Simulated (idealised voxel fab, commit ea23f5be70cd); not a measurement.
process module | voxel local oxidation
cross-section cut | 175 nm wide | cells 5 nm
A cross-section is a grid of square cells, given in bands from the top down. A band is one or more rows of cells.
Each band's line starts with the height of the band's top and of its bottom, in nm. Then come its materials from left to right, each with its width in nm. One material with "throughout" fills the band from edge to edge. "air" is empty space.
Height 0 is the level under which the wafer as received is all one material. The lowest band goes on downwards, as in "0 down".
A width such as "30 to 40" changes by the same amount from each row of cells to the next, from the band's top row to its bottom row.
"no change" after a step means that no cell of the cross-section changed.
closed voids: empty space of 8 cells or more with no open way to the top, each as width x height at its distance from the left edge, in nm
after a step's settings: what the simulator itself notes on the step
overlay nm, on a step with a mask: how far to the right of its planned place the mask lay; to the left if negative
plan
1 op RECEIVE | material Si
2 op OXIDIZE | depth nm 5
3 op CONFORMAL_DEP | material SiN | thk nm 15
4 op PATTERN | tone cover | mask id ACTIVE | material resist | width nm 100 | thk nm 15 | overlay nm 0
5 op DIRECTIONAL_ETCH | etch materials SiN | depth nm 15
6 op STRIP | etch materials resist
7 op SELECTIVE_ETCH | etch materials SiO2 | depth nm 5
8 op OXIDIZE | depth nm 10
9 op STRIP | etch materials SiN
as received, after step 1
  0 down: Si throughout
  closed voids: none
a wafer at the end: this start, this plan, one mistake
  0 to -5: air 40 | SiO2 95 | air 40
  -5 to -15: SiO2 50 | Si 75 | SiO2 50
  -15 down: Si throughout
  closed voids: none
what went wrong: step 4 ran as: op PATTERN | tone cover | mask id ACTIVE | material resist | width nm 105 | thk nm 15 | overlay nm 0
